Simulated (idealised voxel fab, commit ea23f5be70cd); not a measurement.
Process module, titled voxel fin reveal
In the cross-section labelled cut, the width is 265 nm and each square cell is 5 nm.
Cross-sections here: square-cell grids, written as top-down lists of bands, a band being one or more rows of cells.
A band entry consists of two parts. The first gives the height of the band's top and the height of its bottom, in nm. The rest lists the band's materials from left to right, each with its width in nm. A single material labelled with the word "everywhere" fills the band from edge to edge, and the word "blank" marks empty space.
Ref level 0: as-received wafer is one material below here. Bottom band extends down with no lower bound ("top 0, no bottom").
Read "30->40" as a graded width: first number on top, second number at the bottom, same change between each pair of neighbouring rows.
"identical to before" (step): cross-section cells unchanged, all of them.
"Closed void inventory" - sealed voids, min. 8 cells, no opening to top; format: width x height at distance (distance from left edge; nm throughout).
Anything after a step's settings on that line? It's the simulator's own note about the step.
The line of a step may include "overlay nm". On a step with a mask, this value is how far to the right of its planned place the mask lay. A negative value means the mask lay to the left.
# So here's the lineup of process steps we planned
1 RECEIVE, material Si
2 CONFORMAL_DEP, material SiN, thk nm 5
3 MASKED_ETCH, tone cover, mask id FINS, width nm 15, pitch nm 35, etch materials SiN, depth nm 5, overlay nm 0
4 MASKED_ETCH, tone cover, mask id FINS, width nm 15, pitch nm 35, etch materials Si, depth nm 30, overlay nm 0
5 OXIDIZE, depth nm 5
6 FILL_DEP, material SiO2, thk nm 10
7 CMP, height nm 5
8 SELECTIVE_ETCH, etch materials SiO2, depth nm 15
9 STRIP, etch materials SiN
10 CONFORMAL_DEP, material SiO2, thk nm 5
# Step 1 complete: cross-section of the wafer as received
  top 0, no bottom = Si everywhere
  Closed void inventory: none
# Wafer cross-section at module end: first of two, run to plan
  top 5, bottom 0 = 105 nm blank  15 nm SiO2  20 nm blank  15 nm SiO2  110 nm blank
  top 0, bottom -5 = 105 nm blank  5 nm SiO2  5 nm Si  5 nm SiO2  20 nm blank  5 nm SiO2  5 nm Si  5 nm SiO2  110 nm blank
  top -5, bottom -35 = 110 nm SiO2  5 nm Si  30 nm SiO2  5 nm Si  115 nm SiO2
  top -35, no bottom = Si everywhere
  Closed void inventory: none
# Cross-sectional view of the second of two wafers upon completion of the module. This wafer shared its starting condition and process plan with the first; one error was made during its execution
  top 5, bottom 0 = 110 nm blank  15 nm SiO2  20 nm blank  15 nm SiO2  105 nm blank
  top 0, bottom -5 = 105 nm blank  10 nm SiO2  5 nm Si  5 nm SiO2  15 nm blank  10 nm SiO2  5 nm Si  5 nm SiO2  105 nm blank
  top -5, bottom -35 = 110 nm SiO2  10 nm Si  25 nm SiO2  10 nm Si  110 nm SiO2
  top -35, no bottom = Si everywhere
  Closed void inventory: none
Diagnosis: step 3: run off-plan, actual operation and settings MASKED_ETCH, tone cover, mask id FINS, width nm 15, pitch nm 35, etch materials SiN, depth nm 5, overlay nm 5
Final tally in cells, some materials are higher or lower on the second wafer than on the first: 12 more of Si; 10 fewer of SiO2
